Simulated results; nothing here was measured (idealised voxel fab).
You're looking at the process module voxel self aligned contacts.
For reference, the cross-section in this document is cut, with width 210 nm and square cells of 5 nm.
For the purposes of this document, a cross-section shall be understood as a grid of square cells, specified as bands listed in top-to-bottom order, each band consisting of one or more rows of cells. Heads up on the band format: heights come first, top then bottom, in nm. After that it's the materials left to right, each with its width in nm. A single material flagged "everywhere" fills the whole band edge to edge, and "empty" means there's empty space there. Height reference: 0 = level under which incoming wafer is all one material. Lowest band: no bottom, runs on downward, e.g. "0 -> down". The expression "30->40" gives the width at the extremes of the band, the first number at its top row of cells and the second at its bottom row, with the width changing by equal amounts from each row to the next in between. "no alteration", as given for a step, is the statement that not any cell of the cross-section underwent a change during that step. Empty spaces counting at least 8 cells and having no open way to the top are listed in "Non-vented voids". The notation width x height at distance is used for each, the distance being from the left edge and all three values in nm. It should be noted that, on the line of a given step, the content following the step's settings is a remark produced by the simulator itself with respect to that step. overlay nm: where the mask lay relative to plan, measured to the right, on steps with a mask; negatives go left.
### Process steps foreseen in the plan
1 RECEIVE with material Si
2 OXIDIZE with depth nm 5
3 DIRECTIONAL_DEP with material polySi, thk nm 25
4 DIRECTIONAL_DEP with material SiN, thk nm 20
5 PATTERN with tone cover, mask id GATE, material resist, width nm 30, pitch nm 55, thk nm 15, overlay nm 0
6 DIRECTIONAL_ETCH with etch materials SiN, depth nm 20
7 DIRECTIONAL_ETCH with etch materials polySi, depth nm 25
8 STRIP with etch materials resist
9 CONFORMAL_DEP with material SiN, thk nm 5
10 DIRECTIONAL_ETCH with etch materials SiN, depth nm 5
11 FILL_DEP with material SiO2, thk nm 15
12 CMP with height nm 55
13 PATTERN with tone open, mask id CONTACT, material resist, width nm 35, pitch nm 55, thk nm 15, overlay nm 0
14 DIRECTIONAL_ETCH with etch materials SiO2, depth nm 60
15 STRIP with etch materials resist
16 CONFORMAL_DEP with material TiN, thk nm 5
17 FILL_DEP with material W, thk nm 10
18 CMP with height nm 55
19 CONFORMAL_DEP with material SiCN, thk nm 5
### As received (post step 1): cross-section
* 0 -> down  Si everywhere
* Non-vented voids: none
### Look at the cross-section after the module: the wafer started out the way shown above and the plan was the one shown above, yet one mistake was made along the way
* 60 -> 55  SiCN everywhere
* 55 -> 45  60 nm SiO2; 5->15 nm TiN; 25->5 nm W; 5->15 nm TiN; 20 nm SiO2; 5->15 nm TiN; 25->5 nm W; 5->15 nm TiN; 60 nm SiO2
* 45 -> 25  30 nm SiO2; 5 nm SiN; 30 nm polySi; 5 nm SiN; 5 nm TiN; 5 nm W; 5 nm TiN; 5 nm SiN; 30 nm polySi; 5 nm SiN; 5 nm TiN; 5 nm W; 5 nm TiN; 5 nm SiN; 30 nm polySi; 5 nm SiN; 30 nm SiO2
* 25 -> 20  30 nm SiO2; 5 nm SiN; 30 nm polySi; 5 nm SiN; 15 nm TiN; 5 nm SiN; 30 nm polySi; 5 nm SiN; 15 nm TiN; 5 nm SiN; 30 nm polySi; 5 nm SiN; 30 nm SiO2
* 20 -> 0  polySi everywhere
* 0 -> -5  SiO2 everywhere
* -5 -> down  Si everywhere
* Non-vented voids: none
Deviation noted in wafer processing: rather than as planned, step 4 actually ran as DIRECTIONAL_DEP with material polySi, thk nm 20
